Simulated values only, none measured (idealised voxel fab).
This section sets out a process module, namely voxel wiring stack.
In the cross-section labelled cut, the width is 205 nm and each square cell is 5 nm.
Cross-sections here: square-cell grids, written as top-down lists of bands, a band being one or more rows of cells.
Quick guide to a band line: top height, bottom height (nm) up front; then every material left to right with its width in nm. Only one material and it's marked "everywhere"? Then it fills the band edge to edge. And "empty" just means empty space.
It should be noted that heights are counted from 0, beneath which the wafer as supplied is of one material throughout, and that the lowest band possesses no lower boundary but continues downward, as written in "0 -> down".
Top row gets the first number, bottom row gets the second, and each row in between changes by the same step: that is how a band width like "30 to 40" works.
The cross-section has no changed cell in any step marked "everything unchanged".
This entry, "Encapsulated voids", enumerates those empty regions of no fewer than 8 cells that possess no open connection to the top. Each region is reported in the form width x height at distance, the distance being taken from the left edge, with all three quantities expressed in nm.
Past the settings on a step's line: simulator remark, on that step.
You can add "overlay nm" to a step's line. For a step with a mask, it describes how far the mask lay to the right of its planned position, and a negative number describes a lay to the left.
Process steps - plan:
1: RECEIVE (material Si)
2: CONFORMAL_DEP (material SiO2; thk nm 10)
3: CONFORMAL_DEP (material SiCN; thk nm 5)
4: DIRECTIONAL_DEP (material SiO2; thk nm 25)
5: PATTERN (tone open; mask id METAL_1; material resist; width nm 25; pitch nm 40; thk nm 20; overlay nm 0)
6: DIRECTIONAL_ETCH (etch materials SiO2; depth nm 25)
7: DIRECTIONAL_ETCH (etch materials SiCN; depth nm 5)
8: STRIP (etch materials resist)
9: CONFORMAL_DEP (material TiN; thk nm 5)
10: FILL_DEP (material Cu; thk nm 10)
11: CMP (height nm 40)
12: CONFORMAL_DEP (material SiCN; thk nm 5)
13: DIRECTIONAL_DEP (material SiO2; thk nm 15)
14: DIRECTIONAL_DEP (material aC; thk nm 15)
15: PATTERN (tone open; mask id PLUG_1; material resist; width nm 15; thk nm 30; overlay nm 0)
16: DIRECTIONAL_ETCH (etch materials aC; depth nm 15)
17: STRIP (etch materials resist)
18: DIRECTIONAL_ETCH (etch materials SiO2; depth nm 15)
19: DIRECTIONAL_ETCH (etch materials SiCN; depth nm 5)
20: STRIP (etch materials aC)
21: EPI (material Ru; thk nm 10)
22: EPI (material Ru; thk nm 10)
23: DIRECTIONAL_DEP (material TiN; thk nm 5)
24: DIRECTIONAL_DEP (material Ru; thk nm 15)
25: DIRECTIONAL_DEP (material aC; thk nm 10)
26: PATTERN (tone cover; mask id METAL_2; material resist; width nm 25; pitch nm 40; thk nm 25; overlay nm 0)
27: DIRECTIONAL_ETCH (etch materials aC; depth nm 10)
28: STRIP (etch materials resist)
29: DIRECTIONAL_ETCH (etch materials Ru; depth nm 15)
30: DIRECTIONAL_ETCH (etch materials TiN; depth nm 5)
31: STRIP (etch materials aC)
32: CONFORMAL_DEP (material SiCN; thk nm 5)
33: FILL_DEP (material SiO2; thk nm 10)
34: CMP (height nm 80)
35: CONFORMAL_DEP (material SiN; thk nm 5)
Cross-section of the wafer as it came to us, i.e., already through step 1:
    0 -> down = Si everywhere
    Encapsulated voids: none
One mistake in running the module, otherwise start and plan as above: cross-section at the end:
    85 -> 80 = SiN everywhere
    80 -> 65 = 65 of SiO2, then 5 of SiCN, then 25 of Ru, then 5 of SiCN, then 105 of SiO2
    65 -> 60 = 65 of SiO2, then 5 of SiCN, then 25 of TiN, then 5 of SiCN, then 105 of SiO2
    60 -> 50 = 65 of SiO2, then 5 of SiCN, then 15 of Ru, then 15 to 5 of SiCN, then 105 to 115 of SiO2
    50 -> 40 = 70 of SiCN, then 15 of Ru, then 120 of SiCN
    40 -> 15 = 70 of SiO2, then 5 of TiN, then 15 of Cu, then 5 of TiN, then 15 of SiO2, then 5 of TiN, then 15 of Cu, then 5 of TiN, then 70 of SiO2
    15 -> 10 = 70 of SiCN, then 25 of TiN, then 15 of SiCN, then 25 of TiN, then 70 of SiCN
    10 -> 0 = SiO2 everywhere
    0 -> down = Si everywhere
    Encapsulated voids: none
It is concluded that the wafer was processed incorrectly with respect to the plan, in that heads up, step 31 didn't go per plan, it actually ran as STRIP (etch materials SiO2)
